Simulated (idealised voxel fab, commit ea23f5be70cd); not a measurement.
The following is a process module called voxel capacitor over wiring.
Square cells of 5 nm make up the cross-section cut, whose width is 275 nm.
A cross-section is a grid of square cells, given in bands from the top down. A band is one or more rows of cells.
Within each band entry, the heights of the top and of the bottom of the band appear first, in that order and in nm; the materials of the band then follow from left to right, each with its corresponding width in nm. The designation "all across" on a single material indicates that it fills the band from edge to edge; the designation "air" indicates empty space.
A quick word on heights: they are counted from 0, and under that level the wafer as it came to us is one material throughout. The lowest band is different from the rest in having no bottom; it simply continues downward, written as in "0..down".
Top row gets the first number, bottom row gets the second, and each row in between changes by the same step: that is how a band width like "30 to 40" works.
Take "stayed the same" at face value: in the step it is given for, the cross-section changed in none of its cells.
You'll see "Unvented internal voids" listing empty spaces that have no way open to the top, as long as they're 8 cells or more; the notation is width x height at distance, where the distance is from the left edge, and all of it is in nm.
Anything after a step's settings on that line? It's the simulator's own note about the step.
overlay nm: on a step with a mask, how far right of its planned place the mask lay; negative means left.
Steps planned for the process:
1 RECEIVE,material Si
2 CONFORMAL_DEP,material SiO2,thk nm 15
3 DIRECTIONAL_DEP,material TiN,thk nm 5
4 DIRECTIONAL_DEP,material W,thk nm 20
5 MASKED_ETCH,tone cover,mask id METAL_1,width nm 30,pitch nm 95,etch materials W,depth nm 20,overlay nm 0
6 MASKED_ETCH,tone cover,mask id METAL_1,width nm 30,pitch nm 95,etch materials TiN,depth nm 5,overlay nm 0
7 CONFORMAL_DEP,material SiCN,thk nm 5
8 FILL_DEP,material lowk,thk nm 10
9 CMP,height nm 40
10 CONFORMAL_DEP,material SiCN,thk nm 5
11 DIRECTIONAL_DEP,material SiO2,thk nm 15
12 PATTERN,tone open,mask id PLUG_1,material resist,width nm 15,thk nm 20,overlay nm 0
13 DIRECTIONAL_ETCH,etch materials SiO2,depth nm 15
14 DIRECTIONAL_ETCH,etch materials SiCN,depth nm 5
15 STRIP,etch materials resist
16 CONFORMAL_DEP,material TiN,thk nm 5
17 FILL_DEP,material Cu,thk nm 5
18 CMP,height nm 60
19 DIRECTIONAL_DEP,material TiN,thk nm 5
20 DIRECTIONAL_DEP,material Al2O3,thk nm 5
21 DIRECTIONAL_DEP,material TiN,thk nm 10
22 DIRECTIONAL_DEP,material aC,thk nm 10
23 PATTERN,tone cover,mask id UPPER_PLATE,material resist,width nm 70,thk nm 30,overlay nm 0
24 DIRECTIONAL_ETCH,etch materials aC,depth nm 10
25 STRIP,etch materials resist
26 DIRECTIONAL_ETCH,etch materials TiN,depth nm 10
27 DIRECTIONAL_ETCH,etch materials Al2O3,depth nm 5
28 STRIP,etch materials aC
29 MASKED_ETCH,tone cover,mask id LOWER_PLATE,width nm 80,etch materials TiN,depth nm 5,overlay nm 0
30 FILL_DEP,material SiO2,thk nm 20
31 CMP,height nm 95
32 DIRECTIONAL_DEP,material aC,thk nm 10
33 PATTERN,tone open,mask id PLUG_2,material resist,width nm 15,thk nm 30,overlay nm 0
34 DIRECTIONAL_ETCH,etch materials aC,depth nm 10
35 STRIP,etch materials resist
36 DIRECTIONAL_ETCH,etch materials SiO2,depth nm 15
37 STRIP,etch materials aC
38 CONFORMAL_DEP,material TiN,thk nm 5
39 FILL_DEP,material Ru,thk nm 5
40 CMP,height nm 95
41 CONFORMAL_DEP,material SiCN,thk nm 5
Wafer cross-section on receipt, i.e. after step 1:
> 0..down = Si all across
> Unvented internal voids: none
Run as planned - first of the two wafers cross-sectioned at the end of the module:
> 100..95 = SiCN all across
> 95..85 = SiO2 100 / TiN 5 / Ru 5 / TiN 5 / SiO2 160
> 85..80 = SiO2 100 / TiN 15 / SiO2 160
> 80..70 = SiO2 90 / TiN 70 / SiO2 115
> 70..65 = SiO2 90 / Al2O3 70 / SiO2 115
> 65..60 = SiO2 85 / TiN 80 / SiO2 110
> 60..45 = SiO2 90 / TiN 5 / Cu 5 / TiN 5 / SiO2 170
> 45..40 = SiCN 90 / TiN 15 / SiCN 170
> 40..20 = lowk 70 / SiCN 5 / W 30 / SiCN 5 / lowk 55 / SiCN 5 / W 30 / SiCN 5 / lowk 70
> 20..15 = SiCN 75 / TiN 30 / SiCN 65 / TiN 30 / SiCN 75
> 15..0 = SiO2 all across
> 0..down = Si all across
> Unvented internal voids: none
Cross-sectional view: second of two wafers, end of module; start and plan identical to the first, one mistake in running:
> 100..95 = SiCN all across
> 95..85 = SiO2 100 / TiN 5 / Ru 5 / TiN 5 / SiO2 160
> 85..80 = SiO2 100 / TiN 15 / SiO2 160
> 80..70 = SiO2 90 / TiN 70 / SiO2 115
> 70..65 = SiO2 90 / Al2O3 70 / SiO2 115
> 65..60 = SiO2 85 / TiN 80 / SiO2 110
> 60..55 = SiCN 90 / TiN 15 / SiCN 170
> 55..45 = lowk all across
> 45..40 = lowk 70 / SiCN 40 / lowk 55 / SiCN 40 / lowk 70
> 40..20 = lowk 70 / SiCN 5 / W 30 / SiCN 5 / lowk 55 / SiCN 5 / W 30 / SiCN 5 / lowk 70
> 20..15 = SiCN 75 / TiN 30 / SiCN 65 / TiN 30 / SiCN 75
> 15..0 = SiO2 all across
> 0..down = Si all across
> Unvented internal voids: none
It is concluded that the wafer was processed incorrectly with respect to the plan, in that execution of step 9 of the plan did not take place, the step having been omitted
Upon completion, the second wafer contains, in terms of cells, a greater or smaller amount of certain materials than the first wafer: Cu -3; SiCN +16; SiO2 -156; TiN -6; lowk +149
